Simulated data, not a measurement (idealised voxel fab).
Process module under the name voxel trench capacitor
The cross-section shown here is cut; it is 265 nm wide and divided into square cells measuring 5 nm on a side.
Each cross-section below is a grid of square cells, stated as bands in top-down order, with one or more rows of cells making up each band. Look at the band entry: it leads with the top's height and the bottom's height in nm. Then it lists the materials left to right, with a width in nm for each. The word "full width" on a single material says that material fills the band edge to edge. The word "air" is empty space. A quick word on heights: they are counted from 0, and under that level the wafer as it came to us is one material throughout. The lowest band is different from the rest in having no bottom; it simply continues downward, written as in "top 0, no bottom". You'd read "30..40" like this: the band's top row of cells is as wide as the first number, its bottom row is as wide as the second, and going down, every row changes width by the same amount as the row before did. A step reported as "left unchanged" is a step in which no cell of the cross-section changed. Empty spaces counting at least 8 cells and having no open way to the top are listed in "Trapped cavities". The notation width x height at distance is used for each, the distance being from the left edge and all three values in nm. It should be noted that, on the line of a given step, the content following the step's settings is a remark produced by the simulator itself with respect to that step. The "overlay nm" setting may appear on a step's line; for a step that uses a mask, it gives how far to the right of its planned position the mask lay, and a negative value indicates the left.
[Listed below are the process steps as planned]
1. RECEIVE [material Si]
2. CONFORMAL_DEP [material SiN] [thk nm 5]
3. DIRECTIONAL_DEP [material aC] [thk nm 15]
4. PATTERN [tone open] [mask id TRENCH] [material resist] [width nm 25] [pitch nm 55] [thk nm 35] [overlay nm 0]
5. DIRECTIONAL_ETCH [etch materials aC] [depth nm 15]
6. STRIP [etch materials resist]
7. DIRECTIONAL_ETCH [etch materials SiN] [depth nm 5]
8. DIRECTIONAL_ETCH [etch materials Si] [depth nm 40]
9. STRIP [etch materials aC]
10. CONFORMAL_DEP [material HfO2] [thk nm 5]
11. CONFORMAL_DEP [material TiN] [thk nm 5]
12. FILL_DEP [material W] [thk nm 5]
13. CMP [height nm 5]
[First of two wafers, with the run carried out as planned]
[Incoming wafer in cross-section (state: after step 1)]
- top 0, no bottom = Si full width
- Trapped cavities: none
[You're looking at a cross-section of the wafer after step 2]
- top 5, bottom 0 = SiN full width
- Below a height of 0, the structure has not been altered.
[You're looking at a cross-section of the wafer after step 3]
- top 20, bottom 5 = aC full width
- Below a height of 5, the structure has not been altered.
[You're looking at a cross-section of the wafer after step 4]
- top 55, bottom 20 = resist (35)  air (25)  resist (30)  air (25)  resist (30)  air (25)  resist (30)  air (25)  resist (40)
- Below a height of 20, the structure has not been altered.
[You're looking at a cross-section of the wafer after step 5]
- top 40, bottom 20 = resist (35)  air (25)  resist (30)  air (25)  resist (30)  air (25)  resist (30)  air (25)  resist (40)
- top 20, bottom 5 = aC (35)  air (25)  aC (30)  air (25)  aC (30)  air (25)  aC (30)  air (25)  aC (40)
- Below a height of 5, the structure has not been altered.
[You're looking at a cross-section of the wafer after step 6]
- top 20, bottom 5 = aC (35)  air (25)  aC (30)  air (25)  aC (30)  air (25)  aC (30)  air (25)  aC (40)
- Below a height of 5, the structure has not been altered.
[You're looking at a cross-section of the wafer after step 7]
- top 20, bottom 5 = aC (35)  air (25)  aC (30)  air (25)  aC (30)  air (25)  aC (30)  air (25)  aC (40)
- top 5, bottom 0 = SiN (35)  air (25)  SiN (30)  air (25)  SiN (30)  air (25)  SiN (30)  air (25)  SiN (40)
- Below a height of 0, the structure has not been altered.
[You're looking at a cross-section of the wafer after step 8]
- top 20, bottom 5 = aC (35)  air (25)  aC (30)  air (25)  aC (30)  air (25)  aC (30)  air (25)  aC (40)
- top 5, bottom 0 = SiN (35)  air (25)  SiN (30)  air (25)  SiN (30)  air (25)  SiN (30)  air (25)  SiN (40)
- top 0, bottom -40 = Si (35)  air (25)  Si (30)  air (25)  Si (30)  air (25)  Si (30)  air (25)  Si (40)
- Below a height of -40, the structure has not been altered.
[You're looking at a cross-section of the wafer after step 9]
- top 5, bottom 0 = SiN (35)  air (25)  SiN (30)  air (25)  SiN (30)  air (25)  SiN (30)  air (25)  SiN (40)
- Below a height of 0, the structure has not been altered.
[You're looking at a cross-section of the wafer after step 10]
- top 10, bottom 5 = HfO2 (40)  air (15)  HfO2 (40)  air (15)  HfO2 (40)  air (15)  HfO2 (40)  air (15)  HfO2 (45)
- top 5, bottom 0 = SiN (35)  HfO2 (5)  air (15)  HfO2 (5)  SiN (30)  HfO2 (5)  air (15)  HfO2 (5)  SiN (30)  HfO2 (5)  air (15)  HfO2 (5)  SiN (30)  HfO2 (5)  air (15)  HfO2 (5)  SiN (40)
- top 0, bottom -35 = Si (35)  HfO2 (5)  air (15)  HfO2 (5)  Si (30)  HfO2 (5)  air (15)  HfO2 (5)  Si (30)  HfO2 (5)  air (15)  HfO2 (5)  Si (30)  HfO2 (5)  air (15)  HfO2 (5)  Si (40)
- top -35, bottom -40 = Si (35)  HfO2 (25)  Si (30)  HfO2 (25)  Si (30)  HfO2 (25)  Si (30)  HfO2 (25)  Si (40)
- Below a height of -40, the structure has not been altered.
[You're looking at a cross-section of the wafer after step 11]
- top 15, bottom 10 = TiN (45)  air (5)  TiN (50)  air (5)  TiN (50)  air (5)  TiN (50)  air (5)  TiN (50)
- top 10, bottom 5 = HfO2 (40)  TiN (5)  air (5)  TiN (5)  HfO2 (40)  TiN (5)  air (5)  TiN (5)  HfO2 (40)  TiN (5)  air (5)  TiN (5)  HfO2 (40)  TiN (5)  air (5)  TiN (5)  HfO2 (45)
- top 5, bottom 0 = SiN (35)  HfO2 (5)  TiN (5)  air (5)  TiN (5)  HfO2 (5)  SiN (30)  HfO2 (5)  TiN (5)  air (5)  TiN (5)  HfO2 (5)  SiN (30)  HfO2 (5)  TiN (5)  air (5)  TiN (5)  HfO2 (5)  SiN (30)  HfO2 (5)  TiN (5)  air (5)  TiN (5)  HfO2 (5)  SiN (40)
- top 0, bottom -30 = Si (35)  HfO2 (5)  TiN (5)  air (5)  TiN (5)  HfO2 (5)  Si (30)  HfO2 (5)  TiN (5)  air (5)  TiN (5)  HfO2 (5)  Si (30)  HfO2 (5)  TiN (5)  air (5)  TiN (5)  HfO2 (5)  Si (30)  HfO2 (5)  TiN (5)  air (5)  TiN (5)  HfO2 (5)  Si (40)
- top -30, bottom -35 = Si (35)  HfO2 (5)  TiN (15)  HfO2 (5)  Si (30)  HfO2 (5)  TiN (15)  HfO2 (5)  Si (30)  HfO2 (5)  TiN (15)  HfO2 (5)  Si (30)  HfO2 (5)  TiN (15)  HfO2 (5)  Si (40)
- Below a height of -35, the structure has not been altered.
[You're looking at a cross-section of the wafer after step 12]
- top 20, bottom 15 = W full width
- top 15, bottom 10 = TiN (45)  W (5)  TiN (50)  W (5)  TiN (50)  W (5)  TiN (50)  W (5)  TiN (50)
- top 10, bottom 5 = HfO2 (40)  TiN (5)  W (5)  TiN (5)  HfO2 (40)  TiN (5)  W (5)  TiN (5)  HfO2 (40)  TiN (5)  W (5)  TiN (5)  HfO2 (40)  TiN (5)  W (5)  TiN (5)  HfO2 (45)
- top 5, bottom 0 = SiN (35)  HfO2 (5)  TiN (5)  W (5)  TiN (5)  HfO2 (5)  SiN (30)  HfO2 (5)  TiN (5)  W (5)  TiN (5)  HfO2 (5)  SiN (30)  HfO2 (5)  TiN (5)  W (5)  TiN (5)  HfO2 (5)  SiN (30)  HfO2 (5)  TiN (5)  W (5)  TiN (5)  HfO2 (5)  SiN (40)
- top 0, bottom -30 = Si (35)  HfO2 (5)  TiN (5)  W (5)  TiN (5)  HfO2 (5)  Si (30)  HfO2 (5)  TiN (5)  W (5)  TiN (5)  HfO2 (5)  Si (30)  HfO2 (5)  TiN (5)  W (5)  TiN (5)  HfO2 (5)  Si (30)  HfO2 (5)  TiN (5)  W (5)  TiN (5)  HfO2 (5)  Si (40)
- Below a height of -30, the structure has not been altered.
[You're looking at a cross-section of the wafer after step 13]
- top 5, bottom 0 = SiN (35)  HfO2 (5)  TiN (5)  W (5)  TiN (5)  HfO2 (5)  SiN (30)  HfO2 (5)  TiN (5)  W (5)  TiN (5)  HfO2 (5)  SiN (30)  HfO2 (5)  TiN (5)  W (5)  TiN (5)  HfO2 (5)  SiN (30)  HfO2 (5)  TiN (5)  W (5)  TiN (5)  HfO2 (5)  SiN (40)
- Below a height of 0, the structure has not been altered.
[Wafer two of two - same starting point, same process plan, one mistake in execution; matches wafer one up to and including step 7]
[What the second wafer looks like in cross-section when step 8 should have wrapped up]
- top 20, bottom 5 = aC (35)  air (25)  aC (30)  air (25)  aC (30)  air (25)  aC (30)  air (25)  aC (40)
- top 5, bottom 0 = SiN (35)  air (25)  SiN (30)  air (25)  SiN (30)  air (25)  SiN (30)  air (25)  SiN (40)
- top 0, bottom -80 = Si (35)  air (25)  Si (30)  air (25)  Si (30)  air (25)  Si (30)  air (25)  Si (40)
- Below a height of -80, the structure has not been altered.
[What the second wafer looks like in cross-section when step 9 should have wrapped up]
- top 5, bottom 0 = SiN (35)  air (25)  SiN (30)  air (25)  SiN (30)  air (25)  SiN (30)  air (25)  SiN (40)
- Below a height of 0, the structure has not been altered.
[What the second wafer looks like in cross-section when step 10 should have wrapped up]
- top 10, bottom 5 = HfO2 (40)  air (15)  HfO2 (40)  air (15)  HfO2 (40)  air (15)  HfO2 (40)  air (15)  HfO2 (45)
- top 5, bottom 0 = SiN (35)  HfO2 (5)  air (15)  HfO2 (5)  SiN (30)  HfO2 (5)  air (15)  HfO2 (5)  SiN (30)  HfO2 (5)  air (15)  HfO2 (5)  SiN (30)  HfO2 (5)  air (15)  HfO2 (5)  SiN (40)
- top 0, bottom -75 = Si (35)  HfO2 (5)  air (15)  HfO2 (5)  Si (30)  HfO2 (5)  air (15)  HfO2 (5)  Si (30)  HfO2 (5)  air (15)  HfO2 (5)  Si (30)  HfO2 (5)  air (15)  HfO2 (5)  Si (40)
- top -75, bottom -80 = Si (35)  HfO2 (25)  Si (30)  HfO2 (25)  Si (30)  HfO2 (25)  Si (30)  HfO2 (25)  Si (40)
- Below a height of -80, the structure has not been altered.
[What the second wafer looks like in cross-section when step 11 should have wrapped up]
- top 15, bottom 10 = TiN (45)  air (5)  TiN (50)  air (5)  TiN (50)  air (5)  TiN (50)  air (5)  TiN (50)
- top 10, bottom 5 = HfO2 (40)  TiN (5)  air (5)  TiN (5)  HfO2 (40)  TiN (5)  air (5)  TiN (5)  HfO2 (40)  TiN (5)  air (5)  TiN (5)  HfO2 (40)  TiN (5)  air (5)  TiN (5)  HfO2 (45)
- top 5, bottom 0 = SiN (35)  HfO2 (5)  TiN (5)  air (5)  TiN (5)  HfO2 (5)  SiN (30)  HfO2 (5)  TiN (5)  air (5)  TiN (5)  HfO2 (5)  SiN (30)  HfO2 (5)  TiN (5)  air (5)  TiN (5)  HfO2 (5)  SiN (30)  HfO2 (5)  TiN (5)  air (5)  TiN (5)  HfO2 (5)  SiN (40)
- top 0, bottom -70 = Si (35)  HfO2 (5)  TiN (5)  air (5)  TiN (5)  HfO2 (5)  Si (30)  HfO2 (5)  TiN (5)  air (5)  TiN (5)  HfO2 (5)  Si (30)  HfO2 (5)  TiN (5)  air (5)  TiN (5)  HfO2 (5)  Si (30)  HfO2 (5)  TiN (5)  air (5)  TiN (5)  HfO2 (5)  Si (40)
- top -70, bottom -75 = Si (35)  HfO2 (5)  TiN (15)  HfO2 (5)  Si (30)  HfO2 (5)  TiN (15)  HfO2 (5)  Si (30)  HfO2 (5)  TiN (15)  HfO2 (5)  Si (30)  HfO2 (5)  TiN (15)  HfO2 (5)  Si (40)
- Below a height of -75, the structure has not been altered.
[What the second wafer looks like in cross-section when step 12 should have wrapped up]
- top 20, bottom 15 = W full width
- top 15, bottom 10 = TiN (45)  W (5)  TiN (50)  W (5)  TiN (50)  W (5)  TiN (50)  W (5)  TiN (50)
- top 10, bottom 5 = HfO2 (40)  TiN (5)  W (5)  TiN (5)  HfO2 (40)  TiN (5)  W (5)  TiN (5)  HfO2 (40)  TiN (5)  W (5)  TiN (5)  HfO2 (40)  TiN (5)  W (5)  TiN (5)  HfO2 (45)
- top 5, bottom 0 = SiN (35)  HfO2 (5)  TiN (5)  W (5)  TiN (5)  HfO2 (5)  SiN (30)  HfO2 (5)  TiN (5)  W (5)  TiN (5)  HfO2 (5)  SiN (30)  HfO2 (5)  TiN (5)  W (5)  TiN (5)  HfO2 (5)  SiN (30)  HfO2 (5)  TiN (5)  W (5)  TiN (5)  HfO2 (5)  SiN (40)
- top 0, bottom -70 = Si (35)  HfO2 (5)  TiN (5)  W (5)  TiN (5)  HfO2 (5)  Si (30)  HfO2 (5)  TiN (5)  W (5)  TiN (5)  HfO2 (5)  Si (30)  HfO2 (5)  TiN (5)  W (5)  TiN (5)  HfO2 (5)  Si (30)  HfO2 (5)  TiN (5)  W (5)  TiN (5)  HfO2 (5)  Si (40)
- Below a height of -70, the structure has not been altered.
[What the second wafer looks like in cross-section when step 13 should have wrapped up]
- top 5, bottom 0 = SiN (35)  HfO2 (5)  TiN (5)  W (5)  TiN (5)  HfO2 (5)  SiN (30)  HfO2 (5)  TiN (5)  W (5)  TiN (5)  HfO2 (5)  SiN (30)  HfO2 (5)  TiN (5)  W (5)  TiN (5)  HfO2 (5)  SiN (30)  HfO2 (5)  TiN (5)  W (5)  TiN (5)  HfO2 (5)  SiN (40)
- Below a height of 0, the structure has not been altered.
Heads up, the wafer didn't run the way we planned it: regarding the plan, step 8 was run twice
At the finish, the second wafer shows more or fewer cells for some materials than the first does: 64 more of HfO2; 160 fewer of Si; 64 more of TiN; 32 more of W
